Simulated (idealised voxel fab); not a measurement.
process module | voxel capacitor over wiring
cross-section cut | 235 nm wide | cells 5 nm
A cross-section is a grid of square cells, given in bands from the top down. A band is one or more rows of cells.
Each band's line starts with the height of the band's top and of its bottom, in nm. Then come its materials from left to right, each with its width in nm. One material with "throughout" fills the band from edge to edge. "air" is empty space.
Height 0 is the level under which the wafer as received is all one material. The lowest band goes on downwards, as in "0 down".
A width such as "30 to 40" changes by the same amount from each row of cells to the next, from the band's top row to its bottom row.
"no change" after a step means that no cell of the cross-section changed.
closed voids: empty space of 8 cells or more with no open way to the top, each as width x height at its distance from the left edge, in nm
after a step's settings: what the simulator itself notes on the step
overlay nm, on a step with a mask: how far to the right of its planned place the mask lay; to the left if negative
plan
1 op RECEIVE | material Si
2 op CONFORMAL_DEP | material SiO2 | thk nm 15
3 op CONFORMAL_DEP | material SiN | thk nm 5
4 op DIRECTIONAL_DEP | material SiO2 | thk nm 15
5 op DIRECTIONAL_DEP | material aC | thk nm 10
6 op PATTERN | tone open | mask id METAL_1 | material resist | width nm 25 | pitch nm 90 | thk nm 30 | overlay nm 0
7 op DIRECTIONAL_ETCH | etch materials aC | depth nm 10
8 op STRIP | etch materials resist
9 op DIRECTIONAL_ETCH | etch materials SiO2 | depth nm 15
10 op DIRECTIONAL_ETCH | etch materials SiN | depth nm 5
11 op STRIP | etch materials aC
12 op CONFORMAL_DEP | material TiN | thk nm 5
13 op FILL_DEP | material Cu | thk nm 5
14 op CMP | height nm 35
15 op EPI | material Ru | thk nm 5
16 op FILL_DEP | material SiCN | thk nm 5
17 op DIRECTIONAL_DEP | material lowk | thk nm 15
18 op DIRECTIONAL_DEP | material aC | thk nm 10
19 op PATTERN | tone open | mask id PLUG_1 | material resist | width nm 15 | thk nm 30 | overlay nm 0
20 op DIRECTIONAL_ETCH | etch materials aC | depth nm 10
21 op STRIP | etch materials resist
22 op DIRECTIONAL_ETCH | etch materials lowk | depth nm 15
23 op DIRECTIONAL_ETCH | etch materials SiCN | depth nm 5
24 op STRIP | etch materials aC
25 op EPI | material Ru | thk nm 10
26 op EPI | material Ru | thk nm 10
27 op DIRECTIONAL_DEP | material TiN | thk nm 5
28 op DIRECTIONAL_DEP | material Al2O3 | thk nm 5
29 op DIRECTIONAL_DEP | material TiN | thk nm 10
30 op MASKED_ETCH | tone cover | mask id UPPER_PLATE | width nm 70 | etch materials TiN | depth nm 10 | overlay nm 0
31 op MASKED_ETCH | tone cover | mask id UPPER_PLATE | width nm 70 | etch materials Al2O3 | depth nm 5 | overlay nm 0
32 op DIRECTIONAL_DEP | material aC | thk nm 15
33 op PATTERN | tone cover | mask id LOWER_PLATE | material resist | width nm 80 | thk nm 35 | overlay nm 0
34 op DIRECTIONAL_ETCH | etch materials aC | depth nm 15
35 op STRIP | etch materials resist
36 op DIRECTIONAL_ETCH | etch materials TiN | depth nm 5
37 op STRIP | etch materials aC
38 op FILL_DEP | material SiO2 | thk nm 15
39 op CMP | height nm 90
40 op DIRECTIONAL_DEP | material aC | thk nm 15
41 op PATTERN | tone open | mask id PLUG_2 | material resist | width nm 15 | thk nm 35 | overlay nm 0
42 op DIRECTIONAL_ETCH | etch materials aC | depth nm 15
43 op STRIP | etch materials resist
44 op DIRECTIONAL_ETCH | etch materials SiO2 | depth nm 10
45 op STRIP | etch materials aC
46 op CONFORMAL_DEP | material TiN | thk nm 5
47 op FILL_DEP | material Ru | thk nm 5
48 op CMP | height nm 90
49 op CONFORMAL_DEP | material SiCN | thk nm 5
as received, after step 1
  0 down: Si throughout
  closed voids: none
a wafer at the end: this start, this plan, one mistake
  95 to 90: SiCN throughout
  90 to 85: SiO2 80 | TiN 5 | Ru 5 | TiN 5 | SiO2 140
  85 to 80: SiO2 80 | TiN 15 | SiO2 140
  80 to 70: SiO2 70 | TiN 20 | SiO2 145
  70 to 65: SiO2 70 | Al2O3 20 | TiN 50 | SiO2 95
  65 to 60: SiO2 65 | TiN 75 | SiO2 95
  60 to 55: SiO2 65 | Ru 25 | Al2O3 50 | SiO2 95
  55 to 50: SiO2 55 | lowk 15 | Ru 15 | lowk 5 | TiN 55 | lowk 35 | SiO2 55
  50 to 40: lowk 70 | Ru 15 | lowk 150
  40 to 35: lowk 55 | Ru 35 | lowk 55 | Ru 35 | lowk 55
  35 to 20: SiO2 60 | TiN 5 | Cu 15 | TiN 5 | SiO2 65 | TiN 5 | Cu 15 | TiN 5 | SiO2 60
  20 to 15: SiN 60 | TiN 25 | SiN 65 | TiN 25 | SiN 60
  15 to 0: SiO2 throughout
  0 down: Si throughout
  closed voids: none
what went wrong: step 16 was left out
